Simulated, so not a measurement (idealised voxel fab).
Name of the process module below: voxel transistor to metal
It is cross-section cut that appears here, measuring 145 nm in width, its square cells being 5 nm in size.
Square cells in a grid make up a cross-section in this document, and the grid is given as bands, listed from the top down, each one or more rows of cells. Heads up on the band format: heights come first, top then bottom, in nm. After that it's the materials left to right, each with its width in nm. A single material flagged "everywhere" fills the whole band edge to edge, and "empty" means there's empty space there. Counting heights begins at 0, where everything beneath is, in the wafer as received, one material. The lowest band has no bottom; it goes on downwards, as "0 -> down" shows. Width: "30..40" (first number = top row, second number = bottom row, same change from row to row of cells). Where a step carries "no alterations made", the cross-section came out of it unchanged, cell for cell. In the "Closed internal cavities" entry, you get each enclosed empty space of 8 cells or more, one with no open way to the top, written width x height at distance, distance from the left edge, in nm. Heads up: the bit after the settings on a step's line is the simulator's remark on that step. Each step line may optionally specify "overlay nm", which for a step with a mask gives the rightward distance between the mask's planned place and where it lay, a negative value indicating the leftward direction. Read the rest as pairs. Take the cross-section before one process step, then the cross-section after it, which shows only down to the lowest band that changed. Under the pair, find the step between them and its settings. Bear in mind that pairs may come from different runs of this module on the same starting wafer: link a pair to the pair above it only where its entry headed "Prior to step" says to.
# Prior to step
40 -> 35 | empty: 5 / TiN: 65 / empty: 5 / TiN: 65 / empty: 5
35 -> 30 | TiN: 10 / HfO2: 55 / TiN: 5 / empty: 5 / TiN: 5 / HfO2: 55 / TiN: 10
30 -> 25 | HfO2: 15 / SiGe: 40 / SiN: 5 / HfO2: 5 / TiN: 5 / empty: 5 / TiN: 5 / HfO2: 5 / SiN: 5 / SiGe: 40 / HfO2: 15
25 -> 20 | SiO2: 15 / SiGe: 40 / SiN: 5 / HfO2: 5 / TiN: 5 / empty: 5 / TiN: 5 / HfO2: 5 / SiN: 5 / SiGe: 40 / SiO2: 15
20 -> 5 | SiO2: 10 / SiGe: 45 / SiN: 5 / HfO2: 5 / TiN: 5 / empty: 5 / TiN: 5 / HfO2: 5 / SiN: 5 / SiGe: 45 / SiO2: 10
5 -> 0 | SiO2: 10 / SiGe: 10 / SiN: 5 / SiGe: 30 / SiN: 5 / HfO2: 5 / TiN: 15 / HfO2: 5 / SiN: 5 / SiGe: 30 / SiN: 5 / SiGe: 10 / SiO2: 10
0 -> -5 | SiO2: 25 / SiGe: 30 / HfO2: 35 / SiGe: 30 / SiO2: 25
-5 -> -20 | SiO2: 30 / SiGe: 25 / Si: 35 / SiGe: 25 / SiO2: 30
-20 -> -40 | SiO2: 30 / Si: 85 / SiO2: 30
-40 -> down | Si everywhere
Closed internal cavities: none
# Step Outcome
50 -> 40 | W everywhere
40 -> 35 | W: 5 / TiN: 65 / W: 5 / TiN: 65 / W: 5
35 -> 30 | TiN: 10 / HfO2: 55 / TiN: 5 / W: 5 / TiN: 5 / HfO2: 55 / TiN: 10
30 -> 25 | HfO2: 15 / SiGe: 40 / SiN: 5 / HfO2: 5 / TiN: 5 / W: 5 / TiN: 5 / HfO2: 5 / SiN: 5 / SiGe: 40 / HfO2: 15
25 -> 20 | SiO2: 15 / SiGe: 40 / SiN: 5 / HfO2: 5 / TiN: 5 / W: 5 / TiN: 5 / HfO2: 5 / SiN: 5 / SiGe: 40 / SiO2: 15
20 -> 5 | SiO2: 10 / SiGe: 45 / SiN: 5 / HfO2: 5 / TiN: 5 / W: 5 / TiN: 5 / HfO2: 5 / SiN: 5 / SiGe: 45 / SiO2: 10
Anything lower than 5 is untouched.
Closed internal cavities: none
Between the cross-sections above, the step performed was FILL_DEP | material W | thk nm 10
Prior to step: The cross-section prior to this step is the one presented after the step of the pair immediately above.
# Step Outcome
25 -> 20 | SiO2: 15 / SiGe: 40 / SiN: 5 / HfO2: 5 / TiN: 5 / W: 5 / TiN: 5 / HfO2: 5 / SiN: 5 / SiGe: 40 / SiO2: 15
Anything lower than 20 is untouched.
Closed internal cavities: none
Between the cross-sections above, the step performed was CMP | height nm 25
Prior to step: The cross-section prior to this step is the one presented after the step of the pair immediately above.
# Step Outcome
35 -> 25 | SiO2 everywhere
Anything lower than 25 is untouched.
Closed internal cavities: none
Between the cross-sections above, the step performed was DIRECTIONAL_DEP | material SiO2 | thk nm 10
Prior to step: The cross-section prior to this step is the one presented after the step of the pair immediately above.
# Step Outcome
35 -> 25 | SiO2: 30 / empty: 15 / SiO2: 55 / empty: 15 / SiO2: 30
Anything lower than 25 is untouched.
Closed internal cavities: none
Between the cross-sections above, the step performed was MASKED_ETCH | tone open | mask id CONTACT | width nm 15 | pitch nm 70 | etch materials SiO2 | depth nm 35 | overlay nm 0
Prior to step: The cross-section prior to this step is the one presented after the step of the pair immediately above.
# Step Outcome
40 -> 35 | TiN: 35 / empty: 5 / TiN: 65 / empty: 5 / TiN: 35
35 -> 30 | SiO2: 30 / TiN: 5 / empty: 5 / TiN: 5 / SiO2: 55 / TiN: 5 / empty: 5 / TiN: 5 / SiO2: 30
30 -> 25 | SiO2: 30 / TiN: 15 / SiO2: 55 / TiN: 15 / SiO2: 30
Anything lower than 25 is untouched.
Closed internal cavities: none
Between the cross-sections above, the step performed was CONFORMAL_DEP | material TiN | thk nm 5
Prior to step: The cross-section prior to this step is the one presented after the step of the pair immediately above.
# Step Outcome
50 -> 40 | Ru everywhere
40 -> 35 | TiN: 35 / Ru: 5 / TiN: 65 / Ru: 5 / TiN: 35
35 -> 30 | SiO2: 30 / TiN: 5 / Ru: 5 / TiN: 5 / SiO2: 55 / TiN: 5 / Ru: 5 / TiN: 5 / SiO2: 30
Anything lower than 30 is untouched.
Closed internal cavities: none
Between the cross-sections above, the step performed was FILL_DEP | material Ru | thk nm 10
Prior to step: The cross-section prior to this step is the one presented after the step of the pair immediately above.
# Step Outcome
35 -> 30 | SiO2: 30 / TiN: 5 / Ru: 5 / TiN: 5 / SiO2: 55 / TiN: 5 / Ru: 5 / TiN: 5 / SiO2: 30
Anything lower than 30 is untouched.
Closed internal cavities: none
Between the cross-sections above, the step performed was CMP | height nm 35
Prior to step: The cross-section prior to this step is the one presented after the step of the pair immediately above.
# Step Outcome
40 -> 35 | SiCN everywhere
Anything lower than 35 is untouched.
Closed internal cavities: none
Between the cross-sections above, the step performed was CONFORMAL_DEP | material SiCN | thk nm 5
Prior to step: The cross-section prior to this step is the one presented after the step of the pair immediately above.
# Step Outcome
60 -> 40 | SiO2 everywhere
Anything lower than 40 is untouched.
Closed internal cavities: none
Between the cross-sections above, the step performed was DIRECTIONAL_DEP | material SiO2 | thk nm 20
Prior to step: The cross-section prior to this step is the one presented after the step of the pair immediately above.
# Step Outcome
60 -> 40 | SiO2: 30 / empty: 15 / SiO2: 55 / empty: 15 / SiO2: 30
Anything lower than 40 is untouched.
Closed internal cavities: none
Between the cross-sections above, the step performed was MASKED_ETCH | tone open | mask id METAL_1 | width nm 15 | pitch nm 70 | etch materials SiO2 | depth nm 20 | overlay nm 0
Prior to step: The cross-section prior to this step is the one presented after the step of the pair immediately above.
# Step Outcome
60 -> 40 | SiO2: 30 / empty: 15 / SiO2: 55 / empty: 15 / SiO2: 30
40 -> 35 | SiCN: 30 / empty: 15 / SiCN: 55 / empty: 15 / SiCN: 30
Anything lower than 35 is untouched.
Closed internal cavities: none
Between the cross-sections above, the step performed was MASKED_ETCH | tone open | mask id METAL_1 | width nm 15 | pitch nm 70 | etch materials SiCN | depth nm 5 | overlay nm 0
Prior to step: The cross-section prior to this step is the one presented after the step of the pair immediately above.
# Step Outcome
65 -> 60 | TiN: 35 / empty: 5 / TiN: 65 / empty: 5 / TiN: 35
60 -> 40 | SiO2: 30 / TiN: 5 / empty: 5 / TiN: 5 / SiO2: 55 / TiN: 5 / empty: 5 / TiN: 5 / SiO2: 30
40 -> 35 | SiCN: 30 / TiN: 15 / SiCN: 55 / TiN: 15 / SiCN: 30
Anything lower than 35 is untouched.
Closed internal cavities: none
Between the cross-sections above, the step performed was CONFORMAL_DEP | material TiN | thk nm 5
Prior to step: The cross-section prior to this step is the one presented after the step of the pair immediately above.
# Step Outcome
70 -> 65 | W everywhere
65 -> 60 | TiN: 35 / W: 5 / TiN: 65 / W: 5 / TiN: 35
60 -> 40 | SiO2: 30 / TiN: 5 / W: 5 / TiN: 5 / SiO2: 55 / TiN: 5 / W: 5 / TiN: 5 / SiO2: 30
Anything lower than 40 is untouched.
Closed internal cavities: none
Between the cross-sections above, the step performed was FILL_DEP | material W | thk nm 5
Prior to step: The cross-section prior to this step is the one presented after the step of the pair immediately above.
# Step Outcome
60 -> 40 | SiO2: 30 / TiN: 5 / W: 5 / TiN: 5 / SiO2: 55 / TiN: 5 / W: 5 / TiN: 5 / SiO2: 30
Anything lower than 40 is untouched.
Closed internal cavities: none
Between the cross-sections above, the step performed was CMP | height nm 60
Prior to step: The cross-section prior to this step is the one presented after the step of the pair immediately above.
# Step Outcome
65 -> 60 | empty: 25 / Ru: 25 / empty: 45 / Ru: 25 / empty: 25
Anything lower than 60 is untouched.
Closed internal cavities: none
Between the cross-sections above, the step performed was EPI | material Ru | thk nm 5
Prior to step: The cross-section prior to this step is the one presented after the step of the pair immediately above.
# Step Outcome
70 -> 65 | SiCN everywhere
65 -> 60 | SiCN: 25 / Ru: 25 / SiCN: 45 / Ru: 25 / SiCN: 25
Anything lower than 60 is untouched.
Closed internal cavities: none
Between the cross-sections above, the step performed was FILL_DEP | material SiCN | thk nm 5
# Prior to step
30 -> 25 | empty: 55 / SiN: 5 / empty: 25 / SiN: 5 / empty: 55
25 -> 15 | SiO2: 55 / SiN: 5 / empty: 25 / SiN: 5 / SiO2: 55
15 -> 5 | SiO2: 35 / SiGe: 20 / SiN: 5 / empty: 25 / SiN: 5 / SiGe: 20 / SiO2: 35
5 -> 0 | SiO2: 20 / SiN: 5 / SiO2: 10 / SiGe: 20 / SiN: 5 / empty: 25 / SiN: 5 / SiGe: 20 / SiO2: 10 / SiN: 5 / SiO2: 20
0 -> -5 | SiO2: 25 / SiGe: 30 / empty: 35 / SiGe: 30 / SiO2: 25
-5 -> -20 | SiO2: 30 / SiGe: 25 / Si: 35 / SiGe: 25 / SiO2: 30
-20 -> -40 | SiO2: 30 / Si: 85 / SiO2: 30
-40 -> down | Si everywhere
Closed internal cavities: none
# Step Outcome
35 -> 30 | empty: 50 / TiN: 15 / empty: 15 / TiN: 15 / empty: 50
30 -> 25 | TiN: 55 / SiN: 5 / TiN: 5 / empty: 15 / TiN: 5 / SiN: 5 / TiN: 55
25 -> 15 | SiO2: 55 / SiN: 5 / TiN: 5 / empty: 15 / TiN: 5 / SiN: 5 / SiO2: 55
15 -> 5 | SiO2: 35 / SiGe: 20 / SiN: 5 / TiN: 5 / empty: 15 / TiN: 5 / SiN: 5 / SiGe: 20 / SiO2: 35
5 -> 0 | SiO2: 20 / SiN: 5 / SiO2: 10 / SiGe: 20 / SiN: 5 / TiN: 5 / empty: 15 / TiN: 5 / SiN: 5 / SiGe: 20 / SiO2: 10 / SiN: 5 / SiO2: 20
0 -> -5 | SiO2: 25 / SiGe: 30 / TiN: 35 / SiGe: 30 / SiO2: 25
Anything lower than -5 is untouched.
Closed internal cavities: none
Between the cross-sections above, the step performed was CONFORMAL_DEP | material TiN | thk nm 5
Prior to step: The cross-section prior to this step is the one presented after the step of the pair immediately above.
# Step Outcome
40 -> 35 | empty: 45 / HfO2: 25 / empty: 5 / HfO2: 25 / empty: 45
35 -> 30 | HfO2: 50 / TiN: 15 / HfO2: 5 / empty: 5 / HfO2: 5 / TiN: 15 / HfO2: 50
30 -> 25 | TiN: 55 / SiN: 5 / TiN: 5 / HfO2: 5 / empty: 5 / HfO2: 5 / TiN: 5 / SiN: 5 / TiN: 55
25 -> 15 | SiO2: 55 / SiN: 5 / TiN: 5 / HfO2: 5 / empty: 5 / HfO2: 5 / TiN: 5 / SiN: 5 / SiO2: 55
15 -> 5 | SiO2: 35 / SiGe: 20 / SiN: 5 / TiN: 5 / HfO2: 5 / empty: 5 / HfO2: 5 / TiN: 5 / SiN: 5 / SiGe: 20 / SiO2: 35
5 -> 0 | SiO2: 20 / SiN: 5 / SiO2: 10 / SiGe: 20 / SiN: 5 / TiN: 5 / HfO2: 15 / TiN: 5 / SiN: 5 / SiGe: 20 / SiO2: 10 / SiN: 5 / SiO2: 20
Anything lower than 0 is untouched.
Closed internal cavities: none
Between the cross-sections above, the step performed was CONFORMAL_DEP | material HfO2 | thk nm 5
Prior to step: The cross-section prior to this step is the one presented after the step of the pair immediately above.
# Step Outcome
50 -> 40 | W everywhere
40 -> 35 | W: 45 / HfO2: 25 / W: 5 / HfO2: 25 / W: 45
35 -> 30 | HfO2: 50 / TiN: 15 / HfO2: 5 / W: 5 / HfO2: 5 / TiN: 15 / HfO2: 50
30 -> 25 | TiN: 55 / SiN: 5 / TiN: 5 / HfO2: 5 / W: 5 / HfO2: 5 / TiN: 5 / SiN: 5 / TiN: 55
25 -> 15 | SiO2: 55 / SiN: 5 / TiN: 5 / HfO2: 5 / W: 5 / HfO2: 5 / TiN: 5 / SiN: 5 / SiO2: 55
15 -> 5 | SiO2: 35 / SiGe: 20 / SiN: 5 / TiN: 5 / HfO2: 5 / W: 5 / HfO2: 5 / TiN: 5 / SiN: 5 / SiGe: 20 / SiO2: 35
Anything lower than 5 is untouched.
Closed internal cavities: none
Between the cross-sections above, the step performed was FILL_DEP | material W | thk nm 10
Prior to step: The cross-section prior to this step is the one presented after the step of the pair immediately above.
# Step Outcome
25 -> 15 | SiO2: 55 / SiN: 5 / TiN: 5 / HfO2: 5 / W: 5 / HfO2: 5 / TiN: 5 / SiN: 5 / SiO2: 55
Anything lower than 15 is untouched.
Closed internal cavities: none
Between the cross-sections above, the step performed was CMP | height nm 25
Prior to step: The cross-section prior to this step is the one presented after the step of the pair immediately above.
# Step Outcome
35 -> 25 | SiO2 everywhere
Anything lower than 25 is untouched.
Closed internal cavities: none
Between the cross-sections above, the step performed was DIRECTIONAL_DEP | material SiO2 | thk nm 10
Prior to step: The cross-section prior to this step is the one presented after the step of the pair immediately above.
# Step Outcome
35 -> 25 | SiO2: 30 / empty: 15 / SiO2: 55 / empty: 15 / SiO2: 30
25 -> 15 | SiO2: 30 / empty: 15 / SiO2: 10 / SiN: 5 / TiN: 5 / HfO2: 5 / W: 5 / HfO2: 5 / TiN: 5 / SiN: 5 / SiO2: 10 / empty: 15 / SiO2: 30
15 -> 5 | SiO2: 30 / empty: 5 / SiGe: 20 / SiN: 5 / TiN: 5 / HfO2: 5 / W: 5 / HfO2: 5 / TiN: 5 / SiN: 5 / SiGe: 20 / empty: 5 / SiO2: 30
5 -> 0 | SiO2: 20 / SiN: 5 / SiO2: 5 / empty: 5 / SiGe: 20 / SiN: 5 / TiN: 5 / HfO2: 15 / TiN: 5 / SiN: 5 / SiGe: 20 / empty: 5 / SiO2: 5 / SiN: 5 / SiO2: 20
Anything lower than 0 is untouched.
Closed internal cavities: none
Between the cross-sections above, the step performed was MASKED_ETCH | tone open | mask id CONTACT | width nm 15 | pitch nm 70 | etch materials SiO2 | depth nm 35 | overlay nm 0
Prior to step: The cross-section prior to this step is the one presented after the step of the pair immediately above.
# Step Outcome
40 -> 35 | TiN: 35 / empty: 5 / TiN: 65 / empty: 5 / TiN: 35
35 -> 25 | SiO2: 30 / TiN: 5 / empty: 5 / TiN: 5 / SiO2: 55 / TiN: 5 / empty: 5 / TiN: 5 / SiO2: 30
25 -> 20 | SiO2: 30 / TiN: 5 / empty: 5 / TiN: 5 / SiO2: 10 / SiN: 5 / TiN: 5 / HfO2: 5 / W: 5 / HfO2: 5 / TiN: 5 / SiN: 5 / SiO2: 10 / TiN: 5 / empty: 5 / TiN: 5 / SiO2: 30
20 -> 15 | SiO2: 30 / TiN: 15 / SiO2: 10 / SiN: 5 / TiN: 5 / HfO2: 5 / W: 5 / HfO2: 5 / TiN: 5 / SiN: 5 / SiO2: 10 / TiN: 15 / SiO2: 30
15 -> 5 | SiO2: 30 / TiN: 5 / SiGe: 20 / SiN: 5 / TiN: 5 / HfO2: 5 / W: 5 / HfO2: 5 / TiN: 5 / SiN: 5 / SiGe: 20 / TiN: 5 / SiO2: 30
5 -> 0 | SiO2: 20 / SiN: 5 / SiO2: 5 / TiN: 5 / SiGe: 20 / SiN: 5 / TiN: 5 / HfO2: 15 / TiN: 5 / SiN: 5 / SiGe: 20 / TiN: 5 / SiO2: 5 / SiN: 5 / SiO2: 20
Anything lower than 0 is untouched.
Closed internal cavities: none
Between the cross-sections above, the step performed was CONFORMAL_DEP | material TiN | thk nm 5
Prior to step: The cross-section prior to this step is the one presented after the step of the pair immediately above.
# Step Outcome
50 -> 40 | Ru everywhere
40 -> 35 | TiN: 35 / Ru: 5 / TiN: 65 / Ru: 5 / TiN: 35
35 -> 25 | SiO2: 30 / TiN: 5 / Ru: 5 / TiN: 5 / SiO2: 55 / TiN: 5 / Ru: 5 / TiN: 5 / SiO2: 30
25 -> 20 | SiO2: 30 / TiN: 5 / Ru: 5 / TiN: 5 / SiO2: 10 / SiN: 5 / TiN: 5 / HfO2: 5 / W: 5 / HfO2: 5 / TiN: 5 / SiN: 5 / SiO2: 10 / TiN: 5 / Ru: 5 / TiN: 5 / SiO2: 30
Anything lower than 20 is untouched.
Closed internal cavities: none
Between the cross-sections above, the step performed was FILL_DEP | material Ru | thk nm 10
Prior to step: The cross-section prior to this step is the one presented after the step of the pair immediately above.
# Step Outcome
35 -> 25 | SiO2: 30 / TiN: 5 / Ru: 5 / TiN: 5 / SiO2: 55 / TiN: 5 / Ru: 5 / TiN: 5 / SiO2: 30
Anything lower than 25 is untouched.
Closed internal cavities: none
Between the cross-sections above, the step performed was CMP | height nm 35
Prior to step: The cross-section prior to this step is the one presented after the step of the pair immediately above.
# Step Outcome
40 -> 35 | SiCN everywhere
Anything lower than 35 is untouched.
Closed internal cavities: none
Between the cross-sections above, the step performed was CONFORMAL_DEP | material SiCN | thk nm 5
Prior to step: The cross-section prior to this step is the one presented after the step of the pair immediately above.
# Step Outcome
60 -> 40 | SiO2 everywhere
Anything lower than 40 is untouched.
Closed internal cavities: none
Between the cross-sections above, the step performed was DIRECTIONAL_DEP | material SiO2 | thk nm 20
Prior to step: The cross-section prior to this step is the one presented after the step of the pair immediately above.
# Step Outcome
60 -> 40 | SiO2: 30 / empty: 15 / SiO2: 55 / empty: 15 / SiO2: 30
Anything lower than 40 is untouched.
Closed internal cavities: none
Between the cross-sections above, the step performed was MASKED_ETCH | tone open | mask id METAL_1 | width nm 15 | pitch nm 70 | etch materials SiO2 | depth nm 20 | overlay nm 0
Prior to step: The cross-section prior to this step is the one presented after the step of the pair immediately above.
# Step Outcome
60 -> 40 | SiO2: 30 / empty: 15 / SiO2: 55 / empty: 15 / SiO2: 30
40 -> 35 | SiCN: 30 / empty: 15 / SiCN: 55 / empty: 15 / SiCN: 30
Anything lower than 35 is untouched.
Closed internal cavities: none
Between the cross-sections above, the step performed was MASKED_ETCH | tone open | mask id METAL_1 | width nm 15 | pitch nm 70 | etch materials SiCN | depth nm 5 | overlay nm 0
Prior to step: The cross-section prior to this step is the one presented after the step of the pair immediately above.
# Step Outcome
65 -> 60 | TiN: 35 / empty: 5 / TiN: 65 / empty: 5 / TiN: 35
60 -> 40 | SiO2: 30 / TiN: 5 / empty: 5 / TiN: 5 / SiO2: 55 / TiN: 5 / empty: 5 / TiN: 5 / SiO2: 30
40 -> 35 | SiCN: 30 / TiN: 15 / SiCN: 55 / TiN: 15 / SiCN: 30
Anything lower than 35 is untouched.
Closed internal cavities: none
Between the cross-sections above, the step performed was CONFORMAL_DEP | material TiN | thk nm 5
Prior to step: The cross-section prior to this step is the one presented after the step of the pair immediately above.
# Step Outcome
70 -> 65 | W everywhere
65 -> 60 | TiN: 35 / W: 5 / TiN: 65 / W: 5 / TiN: 35
60 -> 40 | SiO2: 30 / TiN: 5 / W: 5 / TiN: 5 / SiO2: 55 / TiN: 5 / W: 5 / TiN: 5 / SiO2: 30
Anything lower than 40 is untouched.
Closed internal cavities: none
Between the cross-sections above, the step performed was FILL_DEP | material W | thk nm 5
Prior to step: The cross-section prior to this step is the one presented after the step of the pair immediately above.
# Step Outcome
60 -> 40 | SiO2: 30 / TiN: 5 / W: 5 / TiN: 5 / SiO2: 55 / TiN: 5 / W: 5 / TiN: 5 / SiO2: 30
Anything lower than 40 is untouched.
Closed internal cavities: none
Between the cross-sections above, the step performed was CMP | height nm 60
Prior to step: The cross-section prior to this step is the one presented after the step of the pair immediately above.
# Step Outcome
65 -> 60 | empty: 25 / Ru: 25 / empty: 45 / Ru: 25 / empty: 25
Anything lower than 60 is untouched.
Closed internal cavities: none
Between the cross-sections above, the step performed was EPI | material Ru | thk nm 5
Prior to step: The cross-section prior to this step is the one presented after the step of the pair immediately above.
# Step Outcome
70 -> 65 | SiCN everywhere
65 -> 60 | SiCN: 25 / Ru: 25 / SiCN: 45 / Ru: 25 / SiCN: 25
Anything lower than 60 is untouched.
Closed internal cavities: none
Between the cross-sections above, the step performed was FILL_DEP | material SiCN | thk nm 5
# Prior to step
10 -> 5 | SiO2: 25 / empty: 95 / SiO2: 25
5 -> 0 | SiO2 everywhere
0 -> -40 | SiO2: 30 / Si: 85 / SiO2: 30
-40 -> down | Si everywhere
Closed internal cavities: none
# Step Outcome
0 -> -5 | empty: 30 / Si: 85 / empty: 30
-5 -> -10 | SiO2: 10 / empty: 20 / Si: 85 / empty: 20 / SiO2: 10
Anything lower than -10 is untouched.
Closed internal cavities: none
Between the cross-sections above, the step performed was SELECTIVE_ETCH | etch materials SiO2 | depth nm 15
Prior to step: The cross-section prior to this step is the one presented after the step of the pair immediately above.
# Step Outcome
0 -> -5 | empty: 30 / SiO2: 85 / empty: 30
-5 -> -10 | SiO2: 10 / empty: 20 / SiO2: 5 / Si: 75 / SiO2: 5 / empty: 20 / SiO2: 10
-10 -> -15 | SiO2: 35 / Si: 75 / SiO2: 35
Anything lower than -15 is untouched.
Closed internal cavities: none
Between the cross-sections above, the step performed was OXIDIZE | depth nm 5
Prior to step: The cross-section prior to this step is the one presented after the step of the pair immediately above.
# Step Outcome
30 -> 25 | empty: 30 / polySi: 85 / empty: 30
25 -> 20 | polySi: 10 / empty: 20 / polySi: 85 / empty: 20 / polySi: 10
20 -> 0 | polySi everywhere
0 -> -5 | polySi: 30 / SiO2: 85 / polySi: 30
-5 -> -10 | SiO2: 10 / polySi: 20 / SiO2: 5 / Si: 75 / SiO2: 5 / polySi: 20 / SiO2: 10
Anything lower than -10 is untouched.
Closed internal cavities: none
Between the cross-sections above, the step performed was DIRECTIONAL_DEP | material polySi | thk nm 30
Prior to step: The cross-section prior to this step is the one presented after the step of the pair immediately above.
# Step Outcome
40 -> 35 | empty: 30 / SiCN: 85 / empty: 30
35 -> 30 | SiCN: 10 / empty: 20 / SiCN: 85 / empty: 20 / SiCN: 10
30 -> 25 | SiCN: 30 / polySi: 85 / SiCN: 30
25 -> 20 | polySi: 10 / SiCN: 20 / polySi: 85 / SiCN: 20 / polySi: 10
Anything lower than 20 is untouched.
Closed internal cavities: none
Between the cross-sections above, the step performed was DIRECTIONAL_DEP | material SiCN | thk nm 10
Prior to step: The cross-section prior to this step is the one presented after the step of the pair immediately above.
# Step Outcome
55 -> 50 | empty: 30 / aC: 85 / empty: 30
50 -> 45 | aC: 10 / empty: 20 / aC: 85 / empty: 20 / aC: 10
45 -> 40 | aC everywhere
40 -> 35 | aC: 30 / SiCN: 85 / aC: 30
35 -> 30 | SiCN: 10 / aC: 20 / SiCN: 85 / aC: 20 / SiCN: 10
Anything lower than 30 is untouched.
Closed internal cavities: none
Between the cross-sections above, the step performed was DIRECTIONAL_DEP | material aC | thk nm 15
Prior to step: The cross-section prior to this step is the one presented after the step of the pair immediately above.
# Step Outcome
90 -> 55 | empty: 60 / resist: 25 / empty: 60
Anything lower than 55 is untouched.
Closed internal cavities: none
Between the cross-sections above, the step performed was PATTERN | tone cover | mask id GATE | material resist | width nm 25 | thk nm 35 | overlay nm 0
Prior to step: The cross-section prior to this step is the one presented after the step of the pair immediately above.
# Step Outcome
75 -> 55 | empty: 60 / resist: 25 / empty: 60
55 -> 40 | empty: 60 / aC: 25 / empty: 60
40 -> 35 | empty: 30 / SiCN: 85 / empty: 30
35 -> 30 | SiCN: 10 / empty: 20 / SiCN: 85 / empty: 20 / SiCN: 10
Anything lower than 30 is untouched.
Closed internal cavities: none
Between the cross-sections above, the step performed was DIRECTIONAL_ETCH | etch materials aC | depth nm 15
Prior to step: The cross-section prior to this step is the one presented after the step of the pair immediately above.
# Step Outcome
55 -> 40 | empty: 60 / aC: 25 / empty: 60
Anything lower than 40 is untouched.
Closed internal cavities: none
Between the cross-sections above, the step performed was STRIP | etch materials resist
Prior to step: The cross-section prior to this step is the one presented after the step of the pair immediately above.
# Step Outcome
55 -> 40 | empty: 60 / aC: 25 / empty: 60
40 -> 30 | empty: 60 / SiCN: 25 / empty: 60
30 -> 25 | empty: 30 / polySi: 85 / empty: 30
25 -> 20 | polySi: 10 / empty: 20 / polySi: 85 / empty: 20 / polySi: 10
Anything lower than 20 is untouched.
Closed internal cavities: none
Between the cross-sections above, the step performed was DIRECTIONAL_ETCH | etch materials SiCN | depth nm 20
Prior to step: The cross-section prior to this step is the one presented after the step of the pair immediately above.
# Step Outcome
55 -> 40 | empty: 60 / aC: 25 / empty: 60
40 -> 30 | empty: 60 / SiCN: 25 / empty: 60
30 -> 0 | empty: 60 / polySi: 25 / empty: 60
0 -> -5 | empty: 30 / SiO2: 85 / empty: 30
-5 -> -10 | SiO2: 10 / empty: 20 / SiO2: 5 / Si: 75 / SiO2: 5 / empty: 20 / SiO2: 10
Anything lower than -10 is untouched.
Closed internal cavities: none
Between the cross-sections above, the step performed was DIRECTIONAL_ETCH | etch materials polySi | depth nm 40
Prior to step: The cross-section prior to this step is the one presented after the step of the pair immediately above.
# Step Outcome
40 -> 30 | empty: 60 / SiCN: 25 / empty: 60
Anything lower than 30 is untouched.
Closed internal cavities: none
Between the cross-sections above, the step performed was STRIP | etch materials aC
Prior to step: The cross-section prior to this step is the one presented after the step of the pair immediately above.
# Step Outcome
45 -> 40 | empty: 55 / SiN: 35 / empty: 55
40 -> 30 | empty: 55 / SiN: 5 / SiCN: 25 / SiN: 5 / empty: 55
30 -> 5 | empty: 55 / SiN: 5 / polySi: 25 / SiN: 5 / empty: 55
5 -> 0 | empty: 25 / SiN: 35 / polySi: 25 / SiN: 35 / empty: 25
0 -> -5 | SiN: 15 / empty: 10 / SiN: 5 / SiO2: 85 / SiN: 5 / empty: 10 / SiN: 15
-5 -> -10 | SiO2: 10 / SiN: 20 / SiO2: 5 / Si: 75 / SiO2: 5 / SiN: 20 / SiO2: 10
Anything lower than -10 is untouched.
Closed internal cavities: none
Between the cross-sections above, the step performed was CONFORMAL_DEP | material SiN | thk nm 5
Prior to step: The cross-section prior to this step is the one presented after the step of the pair immediately above.
# Step Outcome
40 -> 30 | empty: 55 / SiN: 5 / SiCN: 25 / SiN: 5 / empty: 55
30 -> 0 | empty: 55 / SiN: 5 / polySi: 25 / SiN: 5 / empty: 55
0 -> -5 | empty: 25 / SiN: 5 / SiO2: 85 / SiN: 5 / empty: 25
-5 -> -10 | SiO2: 10 / SiN: 5 / empty: 10 / SiN: 5 / SiO2: 5 / Si: 75 / SiO2: 5 / SiN: 5 / empty: 10 / SiN: 5 / SiO2: 10
Anything lower than -10 is untouched.
Closed internal cavities: none
Between the cross-sections above, the step performed was DIRECTIONAL_ETCH | etch materials SiN | depth nm 5
Prior to step: The cross-section prior to this step is the one presented after the step of the pair immediately above.
# Step Outcome
40 -> 30 | empty: 55 / SiN: 5 / SiCN: 25 / SiN: 5 / empty: 55
30 -> 0 | empty: 55 / SiN: 5 / polySi: 25 / SiN: 5 / empty: 55
0 -> -5 | empty: 25 / SiN: 5 / empty: 25 / SiO2: 35 / empty: 25 / SiN: 5 / empty: 25
-5 -> -10 | empty: 10 / SiN: 5 / empty: 10 / SiN: 5 / SiO2: 5 / Si: 75 / SiO2: 5 / SiN: 5 / empty: 10 / SiN: 5 / empty: 10
-10 -> -15 | SiO2: 15 / empty: 10 / SiO2: 10 / Si: 75 / SiO2: 10 / empty: 10 / SiO2: 15
Anything lower than -15 is untouched.
Closed internal cavities: none
Between the cross-sections above, the step performed was DIRECTIONAL_ETCH | etch materials SiO2 | depth nm 5
Prior to step: The cross-section prior to this step is the one presented after the step of the pair immediately above.
# Step Outcome
40 -> 30 | empty: 55 / SiN: 5 / SiCN: 25 / SiN: 5 / empty: 55
30 -> 0 | empty: 55 / SiN: 5 / polySi: 25 / SiN: 5 / empty: 55
0 -> -5 | empty: 25 / SiN: 5 / empty: 25 / SiO2: 35 / empty: 25 / SiN: 5 / empty: 25
-5 -> -10 | empty: 10 / SiN: 5 / empty: 10 / SiN: 5 / SiO2: 5 / empty: 20 / Si: 35 / empty: 20 / SiO2: 5 / SiN: 5 / empty: 10 / SiN: 5 / empty: 10
-10 -> -15 | SiO2: 15 / empty: 10 / SiO2: 10 / empty: 20 / Si: 35 / empty: 20 / SiO2: 10 / empty: 10 / SiO2: 15
-15 -> -20 | SiO2: 30 / Si: 5 / empty: 20 / Si: 35 / empty: 20 / Si: 5 / SiO2: 30
Anything lower than -20 is untouched.
Closed internal cavities: none
Between the cross-sections above, the step performed was DIRECTIONAL_ETCH | etch materials Si | depth nm 15
